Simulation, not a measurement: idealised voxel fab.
process module | voxel released beams
cross-section cut | 235 nm wide | cells 5 nm
A cross-section is a grid of square cells, given in bands from the top down. A band is one or more rows of cells.
Each band's line starts with the height of the band's top and of its bottom, in nm. Then come its materials from left to right, each with its width in nm. One material with "throughout" fills the band from edge to edge. "air" is empty space.
Height 0 is the level under which the wafer as received is all one material. The lowest band goes on downwards, as in "0 down".
A width such as "30 to 40" changes by the same amount from each row of cells to the next, from the band's top row to its bottom row.
"no change" after a step means that no cell of the cross-section changed.
closed voids: empty space of 8 cells or more with no open way to the top, each as width x height at its distance from the left edge, in nm
after a step's settings: what the simulator itself notes on the step
overlay nm, on a step with a mask: how far to the right of its planned place the mask lay; to the left if negative
plan
1 op RECEIVE | material Si
2 op CONFORMAL_DEP | material Al2O3 | thk nm 5
3 op DIRECTIONAL_DEP | material SiO2 | thk nm 20
4 op MASKED_ETCH | tone open | mask id ANCHOR | width nm 25 | etch materials SiO2 | depth nm 20 | overlay nm 0
5 op CONFORMAL_DEP | material W | thk nm 10
6 op DIRECTIONAL_DEP | material aC | thk nm 10
7 op PATTERN | tone cover | mask id BEAM | material resist | width nm 80 | thk nm 25 | overlay nm 0
8 op DIRECTIONAL_ETCH | etch materials aC | depth nm 10
9 op STRIP | etch materials resist
10 op DIRECTIONAL_ETCH | etch materials W | depth nm 10
11 op STRIP | etch materials aC
12 op STRIP | etch materials SiO2
as received, after step 1
  0 down: Si throughout
  closed voids: none
a wafer at the end: this start, this plan, one mistake
  40 to 30: air 75 | W 80 | air 80
  30 to 25: W throughout
  25 to 5: SiO2 80 | W 25 | SiO2 130
  5 to 0: Al2O3 throughout
  0 down: Si throughout
  closed voids: none
what went wrong: step 5 ran as: op CONFORMAL_DEP | material W | thk nm 15
